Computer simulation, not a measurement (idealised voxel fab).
The following is a process module called voxel capacitor over wiring.
cross-section cut | 220 nm wide | cells 5 nm
In this document a cross-section is written as a grid of square cells. It is given as a series of bands, listed from the top down, and a band is one or more rows of cells.
Band entry format. Leading values: height of top, height of bottom, nm. Remainder: materials in left-to-right order, each with its width in nm. Special words: "all across" on a single material, which then fills the band edge to edge; "empty", empty space.
Ref level 0: as-received wafer is one material below here. Bottom band extends down with no lower bound ("0 and below").
So if you see something like "30 to 40" for the width, read it as the top row of the band sitting at the first number and the bottom row at the second, with every row in between moving by the same amount as the last.
Where the words "identical to before" appear for a step, the cross-section shows no cell changed by that step; every cell remained as before.
For the entry "Voids, fully enclosed", the listed items are empty spaces with no open way to the top whose size is 8 cells or more; each item follows the pattern width x height at distance, where distance is from the left edge and all three are in nm.
Text after the settings on a step's line: the simulator's own remark on that step.
"overlay nm" on a masked step: distance the mask lay right of its planned place, negative for left.
# Below is the list of planned process steps
1 RECEIVE, material Si
2 CONFORMAL_DEP, material SiO2, thk nm 15
3 CONFORMAL_DEP, material SiN, thk nm 5
4 DIRECTIONAL_DEP, material SiO2, thk nm 25
5 MASKED_ETCH, tone open, mask id METAL_1, width nm 20, pitch nm 80, etch materials SiO2, depth nm 25, overlay nm 0
6 MASKED_ETCH, tone open, mask id METAL_1, width nm 20, pitch nm 80, etch materials SiN, depth nm 5, overlay nm 0
7 CONFORMAL_DEP, material TiN, thk nm 5
8 FILL_DEP, material Ru, thk nm 10
9 CMP, height nm 45
10 EPI, material Ru, thk nm 5
11 FILL_DEP, material SiCN, thk nm 5
12 DIRECTIONAL_DEP, material lowk, thk nm 10
13 MASKED_ETCH, tone open, mask id PLUG_1, width nm 15, etch materials lowk, depth nm 10, overlay nm 0
14 MASKED_ETCH, tone open, mask id PLUG_1, width nm 15, etch materials SiCN, depth nm 5, overlay nm 0
15 EPI, material Ru, thk nm 10
16 EPI, material Ru, thk nm 5
17 DIRECTIONAL_DEP, material TiN, thk nm 10
18 DIRECTIONAL_DEP, material Al2O3, thk nm 5
19 DIRECTIONAL_DEP, material TiN, thk nm 10
20 PATTERN, tone cover, mask id UPPER_PLATE, material resist, width nm 65, thk nm 20, overlay nm 0
21 DIRECTIONAL_ETCH, etch materials TiN, depth nm 10
22 DIRECTIONAL_ETCH, etch materials Al2O3, depth nm 5
23 STRIP, etch materials resist
24 DIRECTIONAL_DEP, material aC, thk nm 15
25 PATTERN, tone cover, mask id LOWER_PLATE, material resist, width nm 75, thk nm 30, overlay nm 0
26 DIRECTIONAL_ETCH, etch materials aC, depth nm 15
27 STRIP, etch materials resist
28 DIRECTIONAL_ETCH, etch materials TiN, depth nm 10
29 STRIP, etch materials aC
30 FILL_DEP, material SiO2, thk nm 15
31 CMP, height nm 100
32 DIRECTIONAL_DEP, material aC, thk nm 15
33 PATTERN, tone open, mask id PLUG_2, material resist, width nm 15, thk nm 35, overlay nm 0
34 DIRECTIONAL_ETCH, etch materials aC, depth nm 15
35 STRIP, etch materials resist
36 DIRECTIONAL_ETCH, etch materials SiO2, depth nm 10
37 STRIP, etch materials aC
38 CONFORMAL_DEP, material TiN, thk nm 5
39 FILL_DEP, material Ru, thk nm 5
40 CMP, height nm 100
41 CONFORMAL_DEP, material SiN, thk nm 5
# Cross-section, incoming material, after step 1
- 0 and below: Si all across
- Voids, fully enclosed: none
# Looking at the first of two wafers in cross-section at end of module - ran to plan
- 105 down to 100: SiN all across
- 100 down to 95: 75 nm SiO2 | 5 nm TiN | 5 nm Ru | 5 nm TiN | 130 nm SiO2
- 95 down to 90: 75 nm SiO2 | 15 nm TiN | 130 nm SiO2
- 90 down to 80: 65 nm SiO2 | 65 nm TiN | 90 nm SiO2
- 80 down to 75: 65 nm SiO2 | 65 nm Al2O3 | 90 nm SiO2
- 75 down to 65: 60 nm SiO2 | 75 nm TiN | 85 nm SiO2
- 65 down to 55: 65 nm lowk | 15 nm Ru | 140 nm lowk
- 55 down to 50: 65 nm SiCN | 15 nm Ru | 140 nm SiCN
- 50 down to 45: 55 nm SiCN | 30 nm Ru | 50 nm SiCN | 30 nm Ru | 55 nm SiCN
- 45 down to 20: 60 nm SiO2 | 5 nm TiN | 10 nm Ru | 5 nm TiN | 60 nm SiO2 | 5 nm TiN | 10 nm Ru | 5 nm TiN | 60 nm SiO2
- 20 down to 15: 60 nm SiN | 20 nm TiN | 60 nm SiN | 20 nm TiN | 60 nm SiN
- 15 down to 0: SiO2 all across
- 0 and below: Si all across
- Voids, fully enclosed: none
# Module end: cross-section of wafer two of two. Same start and process plan as the first wafer. One mistake during execution
- 105 down to 100: SiN all across
- 100 down to 95: 75 nm SiO2 | 5 nm TiN | 5 nm Ru | 5 nm TiN | 130 nm SiO2
- 95 down to 90: 75 nm SiO2 | 15 nm TiN | 130 nm SiO2
- 90 down to 85: SiO2 all across
- 85 down to 75: 65 nm SiO2 | 65 nm TiN | 90 nm SiO2
- 75 down to 65: 60 nm SiO2 | 75 nm TiN | 85 nm SiO2
- 65 down to 55: 65 nm lowk | 15 nm Ru | 140 nm lowk
- 55 down to 50: 65 nm SiCN | 15 nm Ru | 140 nm SiCN
- 50 down to 45: 55 nm SiCN | 30 nm Ru | 50 nm SiCN | 30 nm Ru | 55 nm SiCN
- 45 down to 20: 60 nm SiO2 | 5 nm TiN | 10 nm Ru | 5 nm TiN | 60 nm SiO2 | 5 nm TiN | 10 nm Ru | 5 nm TiN | 60 nm SiO2
- 20 down to 15: 60 nm SiN | 20 nm TiN | 60 nm SiN | 20 nm TiN | 60 nm SiN
- 15 down to 0: SiO2 all across
- 0 and below: Si all across
- Voids, fully enclosed: none
Against the plan, the run slipped here: step 18 was left out
Looking at both finished wafers in cells, the second ends up ahead of or behind the first on some materials: Al2O3 -13, SiO2 +13
